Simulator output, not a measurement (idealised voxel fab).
The process module presented herein is designated voxel self aligned contacts.
Square cell edge 5 nm, section width 255 nm, ID cut.
The cross-sections in this document take the form of a grid made of square cells. They are written out as bands, in order from top to bottom. Each band consists of one or more rows of cells.
Heads up on the band format: heights come first, top then bottom, in nm. After that it's the materials left to right, each with its width in nm. A single material flagged "all across" fills the whole band edge to edge, and "empty" means there's empty space there.
Measure heights from 0. That's the level where, below it, the as-received wafer is all one material. The lowest band is bottomless and extends downward; write it as in "z 0 and below".
Per-row width for "30..40": begins at first number (top row of band), ends at second number (bottom row), increment between rows held constant.
Reading "all unchanged" for a step: not a cell of the cross-section changed in it.
Basically, "Enclosed void listing" tells you about the enclosed voids: empty spaces with no open way to the top, 8 cells or bigger, each written width x height at distance, where distance is from the left edge, all in nm.
Read whatever lies past the settings on a step's line as the simulator's own remark about the step.
"overlay nm" denotes, for a step that has a mask, the displacement of the mask to the right of its planned place, with negative values corresponding to the left.
Read each pair as before and after one process step. The after cross-section shows only down to the lowest band that changed. The step between them and its settings are given below the pair. Pairs can come from different runs of this module on the same starting wafer. A pair continues from the pair above only where its "Status quo ante" entry says so.
**Status quo ante**
  z 80 to 60: 105 of resist | 45 of empty | 105 of resist
  z 60 to 50: 105 of aC | 45 of empty | 105 of aC
  z 50 to 35: 70 of SiO2 | 45 of SiN | 25 of SiO2 | 45 of SiN | 70 of SiO2
  z 35 to 10: 70 of SiO2 | 5 of SiN | 35 of polySi | 5 of SiN | 25 of SiO2 | 5 of SiN | 35 of polySi | 5 of SiN | 70 of SiO2
  z 10 to 0: polySi all across
  z 0 to -5: SiO2 all across
  z -5 and below: Si all across
  Enclosed void listing: none
**Step Result**
  z 60 to 50: 105 of aC | 45 of empty | 105 of aC
  Everything below 50 is unchanged.
  Enclosed void listing: none
Which operation links the two cross-sections above? STRIP: etch materials resist
Status quo ante: as in the pair right above, post-step view.
**Step Result**
  z 60 to 50: 105 of aC | 45 of empty | 105 of aC
  z 50 to 35: 70 of SiO2 | 45 of SiN | 25 of empty | 45 of SiN | 70 of SiO2
  z 35 to 10: 70 of SiO2 | 5 of SiN | 35 of polySi | 5 of SiN | 25 of empty | 5 of SiN | 35 of polySi | 5 of SiN | 70 of SiO2
  Everything below 10 is unchanged.
  Enclosed void listing: none
Which operation links the two cross-sections above? DIRECTIONAL_ETCH: etch materials SiO2, depth nm 55
Status quo ante: as in the pair right above, post-step view.
**Step Result**
  z 50 to 35: 70 of SiO2 | 45 of SiN | 25 of empty | 45 of SiN | 70 of SiO2
  Everything below 35 is unchanged.
  Enclosed void listing: none
Which operation links the two cross-sections above? STRIP: etch materials aC
Status quo ante: as in the pair right above, post-step view.
**Step Result**
  z 55 to 50: 120 of TiN | 15 of empty | 120 of TiN
  z 50 to 35: 70 of SiO2 | 45 of SiN | 5 of TiN | 15 of empty | 5 of TiN | 45 of SiN | 70 of SiO2
  z 35 to 15: 70 of SiO2 | 5 of SiN | 35 of polySi | 5 of SiN | 5 of TiN | 15 of empty | 5 of TiN | 5 of SiN | 35 of polySi | 5 of SiN | 70 of SiO2
  z 15 to 10: 70 of SiO2 | 5 of SiN | 35 of polySi | 5 of SiN | 25 of TiN | 5 of SiN | 35 of polySi | 5 of SiN | 70 of SiO2
  Everything below 10 is unchanged.
  Enclosed void listing: none
Which operation links the two cross-sections above? CONFORMAL_DEP: material TiN, thk nm 5
Status quo ante: as in the pair right above, post-step view.
**Step Result**
  z 60 to 55: W all across
  z 55 to 50: 120 of TiN | 15 of W | 120 of TiN
  z 50 to 35: 70 of SiO2 | 45 of SiN | 5 of TiN | 15 of W | 5 of TiN | 45 of SiN | 70 of SiO2
  z 35 to 15: 70 of SiO2 | 5 of SiN | 35 of polySi | 5 of SiN | 5 of TiN | 15 of W | 5 of TiN | 5 of SiN | 35 of polySi | 5 of SiN | 70 of SiO2
  Everything below 15 is unchanged.
  Enclosed void listing: none
Which operation links the two cross-sections above? FILL_DEP: material W, thk nm 5
Status quo ante: as in the pair right above, post-step view.
**Step Result**
  z 50 to 35: 70 of SiO2 | 45 of SiN | 5 of TiN | 15 of W | 5 of TiN | 45 of SiN | 70 of SiO2
  Everything below 35 is unchanged.
  Enclosed void listing: none
Which operation links the two cross-sections above? CMP: height nm 50
Status quo ante: as in the pair right above, post-step view.
**Step Result**
  z 55 to 50: SiCN all across
  Everything below 50 is unchanged.
  Enclosed void listing: none
Which operation links the two cross-sections above? CONFORMAL_DEP: material SiCN, thk nm 5
**Status quo ante**
  z 60 to 50: aC all across
  z 50 to 45: SiO2 all across
  z 45 to 25: 70 of SiO2 | 45 of SiN | 25 of SiO2 | 45 of SiN | 70 of SiO2
  z 25 to 0: 70 of SiO2 | 5 of SiN | 35 of polySi | 5 of SiN | 25 of SiO2 | 5 of SiN | 35 of polySi | 5 of SiN | 70 of SiO2
  z 0 to -5: SiO2 all across
  z -5 and below: Si all across
  Enclosed void listing: none
**Step Result**
  z 90 to 60: 100 of resist | 55 of empty | 100 of resist
  Everything below 60 is unchanged.
  Enclosed void listing: none
Which operation links the two cross-sections above? PATTERN: tone open, mask id CONTACT, material resist, width nm 55, thk nm 30, overlay nm 0
Status quo ante: as in the pair right above, post-step view.
**Step Result**
  z 80 to 60: 100 of resist | 55 of empty | 100 of resist
  z 60 to 50: 100 of aC | 55 of empty | 100 of aC
  Everything below 50 is unchanged.
  Enclosed void listing: none
Which operation links the two cross-sections above? DIRECTIONAL_ETCH: etch materials aC, depth nm 10
Status quo ante: as in the pair right above, post-step view.
**Step Result**
  z 60 to 50: 100 of aC | 55 of empty | 100 of aC
  Everything below 50 is unchanged.
  Enclosed void listing: none
Which operation links the two cross-sections above? STRIP: etch materials resist
Status quo ante: as in the pair right above, post-step view.
**Step Result**
  z 60 to 50: 100 of aC | 55 of empty | 100 of aC
  z 50 to 45: 100 of SiO2 | 55 of empty | 100 of SiO2
  z 45 to 25: 70 of SiO2 | 45 of SiN | 25 of empty | 45 of SiN | 70 of SiO2
  z 25 to 0: 70 of SiO2 | 5 of SiN | 35 of polySi | 5 of SiN | 25 of empty | 5 of SiN | 35 of polySi | 5 of SiN | 70 of SiO2
  z 0 to -5: 115 of SiO2 | 25 of empty | 115 of SiO2
  Everything below -5 is unchanged.
  Enclosed void listing: none
Which operation links the two cross-sections above? DIRECTIONAL_ETCH: etch materials SiO2, depth nm 55
Status quo ante: as in the pair right above, post-step view.
**Step Result**
  z 50 to 45: 100 of SiO2 | 55 of empty | 100 of SiO2
  Everything below 45 is unchanged.
  Enclosed void listing: none
Which operation links the two cross-sections above? STRIP: etch materials aC
Status quo ante: as in the pair right above, post-step view.
**Step Result**
  z 55 to 50: 105 of TiN | 45 of empty | 105 of TiN
  z 50 to 45: 100 of SiO2 | 20 of TiN | 15 of empty | 20 of TiN | 100 of SiO2
  z 45 to 25: 70 of SiO2 | 45 of SiN | 5 of TiN | 15 of empty | 5 of TiN | 45 of SiN | 70 of SiO2
  z 25 to 0: 70 of SiO2 | 5 of SiN | 35 of polySi | 5 of SiN | 5 of TiN | 15 of empty | 5 of TiN | 5 of SiN | 35 of polySi | 5 of SiN | 70 of SiO2
  z 0 to -5: 115 of SiO2 | 25 of TiN | 115 of SiO2
  Everything below -5 is unchanged.
  Enclosed void listing: none
Which operation links the two cross-sections above? CONFORMAL_DEP: material TiN, thk nm 5
Status quo ante: as in the pair right above, post-step view.
**Step Result**
  z 60 to 55: W all across
  z 55 to 50: 105 of TiN | 45 of W | 105 of TiN
  z 50 to 45: 100 of SiO2 | 20 of TiN | 15 of W | 20 of TiN | 100 of SiO2
  z 45 to 25: 70 of SiO2 | 45 of SiN | 5 of TiN | 15 of W | 5 of TiN | 45 of SiN | 70 of SiO2
  z 25 to 0: 70 of SiO2 | 5 of SiN | 35 of polySi | 5 of SiN | 5 of TiN | 15 of W | 5 of TiN | 5 of SiN | 35 of polySi | 5 of SiN | 70 of SiO2
  Everything below 0 is unchanged.
  Enclosed void listing: none
Which operation links the two cross-sections above? FILL_DEP: material W, thk nm 5
Status quo ante: as in the pair right above, post-step view.
**Step Result**
  z 50 to 45: 100 of SiO2 | 20 of TiN | 15 of W | 20 of TiN | 100 of SiO2
  Everything below 45 is unchanged.
  Enclosed void listing: none
Which operation links the two cross-sections above? CMP: height nm 50
Status quo ante: as in the pair right above, post-step view.
**Step Result**
  z 55 to 50: SiCN all across
  Everything below 50 is unchanged.
  Enclosed void listing: none
Which operation links the two cross-sections above? CONFORMAL_DEP: material SiCN, thk nm 5
**Status quo ante**
  z 45 to 25: SiN all across
  z 25 to 0: polySi all across
  z 0 to -5: SiO2 all across
  z -5 and below: Si all across
  Enclosed void listing: none
**Step Result**
  z 45 to 25: 70 of empty | 35 of SiN | 35 of empty | 35 of SiN | 80 of empty
  Everything below 25 is unchanged.
  Enclosed void listing: none
Which operation links the two cross-sections above? MASKED_ETCH: tone cover, mask id GATE, width nm 35, pitch nm 70, etch materials SiN, depth nm 20, overlay nm -5
Status quo ante: as in the pair right above, post-step view.
**Step Result**
  z 45 to 25: 70 of empty | 35 of SiN | 35 of empty | 35 of SiN | 80 of empty
  z 25 to 0: 70 of empty | 40 of polySi | 30 of empty | 40 of polySi | 75 of empty
  Everything below 0 is unchanged.
  Enclosed void listing: none
Which operation links the two cross-sections above? MASKED_ETCH: tone cover, mask id GATE, width nm 35, pitch nm 70, etch materials polySi, depth nm 25, overlay nm 0
Status quo ante: as in the pair right above, post-step view.
**Step Result**
  z 50 to 30: 65 of empty | 45 of SiN | 25 of empty | 45 of SiN | 75 of empty
  z 30 to 25: 65 of empty | 50 of SiN | 20 of empty | 50 of SiN | 70 of empty
  z 25 to 5: 65 of empty | 5 of SiN | 40 of polySi | 5 of SiN | 20 of empty | 5 of SiN | 40 of polySi | 5 of SiN | 70 of empty
  z 5 to 0: 70 of SiN | 40 of polySi | 30 of SiN | 40 of polySi | 75 of SiN
  Everything below 0 is unchanged.
  Enclosed void listing: none
Which operation links the two cross-sections above? CONFORMAL_DEP: material SiN, thk nm 5
Status quo ante: as in the pair right above, post-step view.
**Step Result**
  z 45 to 25: 65 of empty | 45 of SiN | 25 of empty | 45 of SiN | 75 of empty
  z 25 to 0: 65 of empty | 5 of SiN | 40 of polySi | 5 of SiN | 20 of empty | 5 of SiN | 40 of polySi | 5 of SiN | 70 of empty
  Everything below 0 is unchanged.
  Enclosed void listing: none
Which operation links the two cross-sections above? DIRECTIONAL_ETCH: etch materials SiN, depth nm 5
Status quo ante: as in the pair right above, post-step view.
**Step Result**
  z 55 to 45: SiO2 all across
  z 45 to 25: 65 of SiO2 | 45 of SiN | 25 of SiO2 | 45 of SiN | 75 of SiO2
  z 25 to 0: 65 of SiO2 | 5 of SiN | 40 of polySi | 5 of SiN | 20 of SiO2 | 5 of SiN | 40 of polySi | 5 of SiN | 70 of SiO2
  Everything below 0 is unchanged.
  Enclosed void listing: none
Which operation links the two cross-sections above? FILL_DEP: material SiO2, thk nm 10
Status quo ante: as in the pair right above, post-step view.
**Step Result**
  z 50 to 45: SiO2 all across
  Everything below 45 is unchanged.
  Enclosed void listing: none
Which operation links the two cross-sections above? CMP: height nm 50
Status quo ante: as in the pair right above, post-step view.
**Step Result**
  z 60 to 50: aC all across
  Everything below 50 is unchanged.
  Enclosed void listing: none
Which operation links the two cross-sections above? DIRECTIONAL_DEP: material aC, thk nm 10
Status quo ante: as in the pair right above, post-step view.
**Step Result**
  z 90 to 60: 105 of resist | 45 of empty | 105 of resist
  Everything below 60 is unchanged.
  Enclosed void listing: none
Which operation links the two cross-sections above? PATTERN: tone open, mask id CONTACT, material resist, width nm 45, thk nm 30, overlay nm 0
Status quo ante: as in the pair right above, post-step view.
**Step Result**
  z 80 to 60: 105 of resist | 45 of empty | 105 of resist
  z 60 to 50: 105 of aC | 45 of empty | 105 of aC
  Everything below 50 is unchanged.
  Enclosed void listing: none
Which operation links the two cross-sections above? DIRECTIONAL_ETCH: etch materials aC, depth nm 10
Status quo ante: as in the pair right above, post-step view.
**Step Result**
  z 60 to 50: 105 of aC | 45 of empty | 105 of aC
  Everything below 50 is unchanged.
  Enclosed void listing: none
Which operation links the two cross-sections above? STRIP: etch materials resist
Status quo ante: as in the pair right above, post-step view.
**Step Result**
  z 60 to 50: 105 of aC | 45 of empty | 105 of aC
  z 50 to 45: 105 of SiO2 | 45 of empty | 105 of SiO2
  z 45 to 25: 65 of SiO2 | 45 of SiN | 25 of empty | 45 of SiN | 75 of SiO2
  z 25 to 0: 65 of SiO2 | 5 of SiN | 40 of polySi | 5 of SiN | 20 of empty | 5 of SiN | 40 of polySi | 5 of SiN | 70 of SiO2
  z 0 to -5: 115 of SiO2 | 20 of empty | 120 of SiO2
  Everything below -5 is unchanged.
  Enclosed void listing: none
Which operation links the two cross-sections above? DIRECTIONAL_ETCH: etch materials SiO2, depth nm 55
Status quo ante: as in the pair right above, post-step view.
**Step Result**
  z 50 to 45: 105 of SiO2 | 45 of empty | 105 of SiO2
  Everything below 45 is unchanged.
  Enclosed void listing: none
Which operation links the two cross-sections above? STRIP: etch materials aC
Status quo ante: as in the pair right above, post-step view.
**Step Result**
  z 55 to 50: 110 of TiN | 35 of empty | 110 of TiN
  z 50 to 45: 105 of SiO2 | 10 of TiN | 15 of empty | 20 of TiN | 105 of SiO2
  z 45 to 30: 65 of SiO2 | 45 of SiN | 5 of TiN | 15 of empty | 5 of TiN | 45 of SiN | 75 of SiO2
  z 30 to 25: 65 of SiO2 | 45 of SiN | 10 of TiN | 10 of empty | 5 of TiN | 45 of SiN | 75 of SiO2
  z 25 to 0: 65 of SiO2 | 5 of SiN | 40 of polySi | 5 of SiN | 5 of TiN | 10 of empty | 5 of TiN | 5 of SiN | 40 of polySi | 5 of SiN | 70 of SiO2
  z 0 to -5: 115 of SiO2 | 20 of TiN | 120 of SiO2
  Everything below -5 is unchanged.
  Enclosed void listing: none
Which operation links the two cross-sections above? CONFORMAL_DEP: material TiN, thk nm 5
Status quo ante: as in the pair right above, post-step view.
**Step Result**
  z 60 to 55: W all across
  z 55 to 50: 110 of TiN | 35 of W | 110 of TiN
  z 50 to 45: 105 of SiO2 | 10 of TiN | 15 of W | 20 of TiN | 105 of SiO2
  z 45 to 30: 65 of SiO2 | 45 of SiN | 5 of TiN | 15 of W | 5 of TiN | 45 of SiN | 75 of SiO2
  z 30 to 25: 65 of SiO2 | 45 of SiN | 10 of TiN | 10 of W | 5 of TiN | 45 of SiN | 75 of SiO2
  z 25 to 0: 65 of SiO2 | 5 of SiN | 40 of polySi | 5 of SiN | 5 of TiN | 10 of W | 5 of TiN | 5 of SiN | 40 of polySi | 5 of SiN | 70 of SiO2
  Everything below 0 is unchanged.
  Enclosed void listing: none
Which operation links the two cross-sections above? FILL_DEP: material W, thk nm 5
Status quo ante: as in the pair right above, post-step view.
**Step Result**
  z 50 to 45: 105 of SiO2 | 10 of TiN | 15 of W | 20 of TiN | 105 of SiO2
  Everything below 45 is unchanged.
  Enclosed void listing: none
Which operation links the two cross-sections above? CMP: height nm 50
Status quo ante: as in the pair right above, post-step view.
**Step Result**
  z 55 to 50: SiCN all across
  Everything below 50 is unchanged.
  Enclosed void listing: none
Which operation links the two cross-sections above? CONFORMAL_DEP: material SiCN, thk nm 5
**Status quo ante**
  z 60 to 50: 105 of aC | 45 of empty | 105 of aC
  z 50 to 45: 105 of SiO2 | 45 of empty | 105 of SiO2
  z 45 to 25: 70 of SiO2 | 45 of SiN | 25 of empty | 45 of SiN | 70 of SiO2
  z 25 to 0: 70 of SiO2 | 5 of SiN | 35 of polySi | 5 of SiN | 25 of empty | 5 of SiN | 35 of polySi | 5 of SiN | 70 of SiO2
  z 0 to -5: 115 of SiO2 | 25 of empty | 115 of SiO2
  z -5 and below: Si all across
  Enclosed void listing: none
**Step Result**
  z 60 to 50: 105 of aC | 45 of empty | 105 of aC
  z 50 to 45: 105 of SiO2 | 45 of empty | 105 of SiO2
  z 45 to 25: 70 of SiO2 | 115 of empty | 70 of SiO2
  z 25 to 0: 70 of SiO2 | 5 of empty | 35 of polySi | 35 of empty | 35 of polySi | 5 of empty | 70 of SiO2
  Everything below 0 is unchanged.
  Enclosed void listing: none
Which operation links the two cross-sections above? STRIP: etch materials SiN
Status quo ante: as in the pair right above, post-step view.
**Step Result**
  z 65 to 60: 110 of TiN | 35 of empty | 110 of TiN
  z 60 to 50: 105 of aC | 5 of TiN | 35 of empty | 5 of TiN | 105 of aC
  z 50 to 40: 105..70 of SiO2 | 5..40 of TiN | 35 of empty | 5..40 of TiN | 105..70 of SiO2
  z 40 to 30: 70 of SiO2 | 5 of TiN | 105 of empty | 5 of TiN | 70 of SiO2
  z 30 to 25: 70 of SiO2 | 45 of TiN | 25 of empty | 45 of TiN | 70 of SiO2
  z 25 to 5: 70 of SiO2 | 5 of TiN | 35 of polySi | 5 of TiN | 25 of empty | 5 of TiN | 35 of polySi | 5 of TiN | 70 of SiO2
  z 5 to 0: 70 of SiO2 | 5 of TiN | 35 of polySi | 10 of TiN | 15 of empty | 10 of TiN | 35 of polySi | 5 of TiN | 70 of SiO2
  z 0 to -5: 115 of SiO2 | 25 of TiN | 115 of SiO2
  Everything below -5 is unchanged.
  Enclosed void listing: none
Which operation links the two cross-sections above? CONFORMAL_DEP: material TiN, thk nm 5
Status quo ante: as in the pair right above, post-step view.
**Step Result**
  z 70 to 65: W all across
  z 65 to 60: 110 of TiN | 35 of W | 110 of TiN
  z 60 to 50: 105 of aC | 5 of TiN | 35 of W | 5 of TiN | 105 of aC
  z 50 to 40: 105..70 of SiO2 | 5..40 of TiN | 35 of W | 5..40 of TiN | 105..70 of SiO2
  z 40 to 30: 70 of SiO2 | 5 of TiN | 105 of W | 5 of TiN | 70 of SiO2
  z 30 to 25: 70 of SiO2 | 45 of TiN | 25 of W | 45 of TiN | 70 of SiO2
  z 25 to 5: 70 of SiO2 | 5 of TiN | 35 of polySi | 5 of TiN | 25 of W | 5 of TiN | 35 of polySi | 5 of TiN | 70 of SiO2
  z 5 to 0: 70 of SiO2 | 5 of TiN | 35 of polySi | 10 of TiN | 15 of W | 10 of TiN | 35 of polySi | 5 of TiN | 70 of SiO2
  Everything below 0 is unchanged.
  Enclosed void listing: none
Which operation links the two cross-sections above? FILL_DEP: material W, thk nm 5
Status quo ante: as in the pair right above, post-step view.
**Step Result**
  z 50 to 40: 105..70 of SiO2 | 5..40 of TiN | 35 of W | 5..40 of TiN | 105..70 of SiO2
  Everything below 40 is unchanged.
  Enclosed void listing: none
Which operation links the two cross-sections above? CMP: height nm 50
Status quo ante: as in the pair right above, post-step view.
**Step Result**
  z 55 to 50: SiCN all across
  Everything below 50 is unchanged.
  Enclosed void listing: none
Which operation links the two cross-sections above? CONFORMAL_DEP: material SiCN, thk nm 5
**Status quo ante**
  z 60 to 50: aC all across
  z 50 to 45: SiO2 all across
  z 45 to 25: 70 of SiO2 | 45 of SiN | 25 of SiO2 | 45 of SiN | 70 of SiO2
  z 25 to 0: 70 of SiO2 | 5 of SiN | 35 of polySi | 5 of SiN | 25 of SiO2 | 5 of SiN | 35 of polySi | 5 of SiN | 70 of SiO2
  z 0 to -5: SiO2 all across
  z -5 and below: Si all across
  Enclosed void listing: none
**Step Result**
  z 90 to 60: 105 of empty | 45 of resist | 105 of empty
  Everything below 60 is unchanged.
  Enclosed void listing: none
Which operation links the two cross-sections above? PATTERN: tone cover, mask id CONTACT, material resist, width nm 45, thk nm 30, overlay nm 0
Status quo ante: as in the pair right above, post-step view.
**Step Result**
  z 80 to 60: 105 of empty | 45 of resist | 105 of empty
  z 60 to 50: 105 of empty | 45 of aC | 105 of empty
  Everything below 50 is unchanged.
  Enclosed void listing: none
Which operation links the two cross-sections above? DIRECTIONAL_ETCH: etch materials aC, depth nm 10
Status quo ante: as in the pair right above, post-step view.
**Step Result**
  z 60 to 50: 105 of empty | 45 of aC | 105 of empty
  Everything below 50 is unchanged.
  Enclosed void listing: none
Which operation links the two cross-sections above? STRIP: etch materials resist
Status quo ante: as in the pair right above, post-step view.
**Step Result**
  z 60 to 50: 105 of empty | 45 of aC | 105 of empty
  z 50 to 45: 105 of empty | 45 of SiO2 | 105 of empty
  z 45 to 25: 70 of empty | 45 of SiN | 25 of SiO2 | 45 of SiN | 70 of empty
  z 25 to 0: 70 of empty | 5 of SiN | 35 of polySi | 5 of SiN | 25 of SiO2 | 5 of SiN | 35 of polySi | 5 of SiN | 70 of empty
  z 0 to -5: 70 of empty | 115 of SiO2 | 70 of empty
  Everything below -5 is unchanged.
  Enclosed void listing: none
Which operation links the two cross-sections above? DIRECTIONAL_ETCH: etch materials SiO2, depth nm 55
Status quo ante: as in the pair right above, post-step view.
**Step Result**
  z 50 to 45: 105 of empty | 45 of SiO2 | 105 of empty
  Everything below 45 is unchanged.
  Enclosed void listing: none
Which operation links the two cross-sections above? STRIP: etch materials aC
Status quo ante: as in the pair right above, post-step view.
**Step Result**
  z 55 to 50: 100 of empty | 55 of TiN | 100 of empty
  z 50 to 45: 65 of empty | 40 of TiN | 45 of SiO2 | 40 of TiN | 65 of empty
  z 45 to 25: 65 of empty | 5 of TiN | 45 of SiN | 25 of SiO2 | 45 of SiN | 5 of TiN | 65 of empty
  z 25 to 0: 65 of empty | 5 of TiN | 5 of SiN | 35 of polySi | 5 of SiN | 25 of SiO2 | 5 of SiN | 35 of polySi | 5 of SiN | 5 of TiN | 65 of empty
  z 0 to -5: 70 of TiN | 115 of SiO2 | 70 of TiN
  Everything below -5 is unchanged.
  Enclosed void listing: none
Which operation links the two cross-sections above? CONFORMAL_DEP: material TiN, thk nm 5
Status quo ante: as in the pair right above, post-step view.
**Step Result**
  z 60 to 55: W all across
  z 55 to 50: 100 of W | 55 of TiN | 100 of W
  z 50 to 45: 65 of W | 40 of TiN | 45 of SiO2 | 40 of TiN | 65 of W
  z 45 to 25: 65 of W | 5 of TiN | 45 of SiN | 25 of SiO2 | 45 of SiN | 5 of TiN | 65 of W
  z 25 to 0: 65 of W | 5 of TiN | 5 of SiN | 35 of polySi | 5 of SiN | 25 of SiO2 | 5 of SiN | 35 of polySi | 5 of SiN | 5 of TiN | 65 of W
  Everything below 0 is unchanged.
  Enclosed void listing: none
Which operation links the two cross-sections above? FILL_DEP: material W, thk nm 5
Status quo ante: as in the pair right above, post-step view.
**Step Result**
  z 50 to 45: 65 of W | 40 of TiN | 45 of SiO2 | 40 of TiN | 65 of W
  Everything below 45 is unchanged.
  Enclosed void listing: none
Which operation links the two cross-sections above? CMP: height nm 50
Status quo ante: as in the pair right above, post-step view.
**Step Result**
  z 55 to 50: SiCN all across
  Everything below 50 is unchanged.
  Enclosed void listing: none
Which operation links the two cross-sections above? CONFORMAL_DEP: material SiCN, thk nm 5
